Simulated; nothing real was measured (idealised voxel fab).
process module | voxel self aligned contacts
cross-section cut | 245 nm wide | cells 5 nm
A cross-section is a grid of square cells, given in bands from the top down. A band is one or more rows of cells.
Each band's line starts with the height of the band's top and of its bottom, in nm. Then come its materials from left to right, each with its width in nm. One material with "throughout" fills the band from edge to edge. "air" is empty space.
Height 0 is the level under which the wafer as received is all one material. The lowest band goes on downwards, as in "0 down".
A width such as "30 to 40" changes by the same amount from each row of cells to the next, from the band's top row to its bottom row.
"no change" after a step means that no cell of the cross-section changed.
closed voids: empty space of 8 cells or more with no open way to the top, each as width x height at its distance from the left edge, in nm
after a step's settings: what the simulator itself notes on the step
overlay nm, on a step with a mask: how far to the right of its planned place the mask lay; to the left if negative
plan
1 op RECEIVE | material Si
2 op CONFORMAL_DEP | material SiO2 | thk nm 5
3 op DIRECTIONAL_DEP | material polySi | thk nm 20
4 op DIRECTIONAL_DEP | material SiN | thk nm 20
5 op DIRECTIONAL_DEP | material aC | thk nm 10
6 op PATTERN | tone cover | mask id GATE | material resist | width nm 25 | pitch nm 55 | thk nm 25 | overlay nm 0
7 op DIRECTIONAL_ETCH | etch materials aC | depth nm 10
8 op STRIP | etch materials resist
9 op DIRECTIONAL_ETCH | etch materials SiN | depth nm 20
10 op DIRECTIONAL_ETCH | etch materials polySi | depth nm 20
11 op STRIP | etch materials aC
12 op CONFORMAL_DEP | material SiN | thk nm 5
13 op DIRECTIONAL_ETCH | etch materials SiN | depth nm 5
14 op FILL_DEP | material SiO2 | thk nm 15
15 op CMP | height nm 55
16 op MASKED_ETCH | tone open | mask id CONTACT | width nm 30 | pitch nm 55 | etch materials SiO2 | depth nm 55 | overlay nm 0
17 op CONFORMAL_DEP | material TiN | thk nm 5
18 op FILL_DEP | material Ru | thk nm 5
19 op CMP | height nm 55
20 op CONFORMAL_DEP | material SiCN | thk nm 5
varied across the wafers: width nm of step 16. The plan shows the first wafer's value. All wafers start alike
first wafer as received, after step 1
  0 down: Si throughout
  closed voids: none
first wafer at the end, after step 20
  60 to 55: SiCN throughout
  55 to 45: SiO2 80 | TiN 5 to 10 | Ru 20 to 10 | TiN 5 to 10 | SiO2 25 | TiN 5 to 10 | Ru 20 to 10 | TiN 5 to 10 | SiO2 80
  45 to 25: SiO2 50 | SiN 35 | TiN 5 | Ru 10 | TiN 5 | SiN 35 | TiN 5 | Ru 10 | TiN 5 | SiN 35 | SiO2 50
  25 to 5: SiO2 50 | SiN 5 | polySi 25 | SiN 5 | TiN 5 | Ru 10 | TiN 5 | SiN 5 | polySi 25 | SiN 5 | TiN 5 | Ru 10 | TiN 5 | SiN 5 | polySi 25 | SiN 5 | SiO2 50
  5 to 0: SiO2 85 | TiN 20 | SiO2 35 | TiN 20 | SiO2 85
  0 down: Si throughout
  closed voids: none
last wafer at the end
  60 to 55: SiCN throughout
  55 to 45: SiO2 75 | TiN 5 to 15 | Ru 30 to 10 | TiN 5 to 15 | SiO2 15 | TiN 5 to 15 | Ru 30 to 10 | TiN 5 to 15 | SiO2 75
  45 to 25: SiO2 50 | SiN 35 | TiN 5 | Ru 10 | TiN 5 | SiN 35 | TiN 5 | Ru 10 | TiN 5 | SiN 35 | SiO2 50
  25 to 5: SiO2 50 | SiN 5 | polySi 25 | SiN 5 | TiN 5 | Ru 10 | TiN 5 | SiN 5 | polySi 25 | SiN 5 | TiN 5 | Ru 10 | TiN 5 | SiN 5 | polySi 25 | SiN 5 | SiO2 50
  5 to 0: SiO2 85 | TiN 20 | SiO2 35 | TiN 20 | SiO2 85
  0 down: Si throughout
  closed voids: none
each wafer at the end: cells of each material gained (+) or lost (-) since it was received, then its closed voids
width nm 30 | +44 Ru | +49 SiCN | +108 SiN | +275 SiO2 | +52 TiN | +60 polySi | closed voids: none
width nm 35 | +46 Ru | +49 SiCN | +108 SiN | +271 SiO2 | +54 TiN | +60 polySi | closed voids: none
width nm 40 | +48 Ru | +49 SiCN | +108 SiN | +267 SiO2 | +56 TiN | +60 polySi | closed voids: none
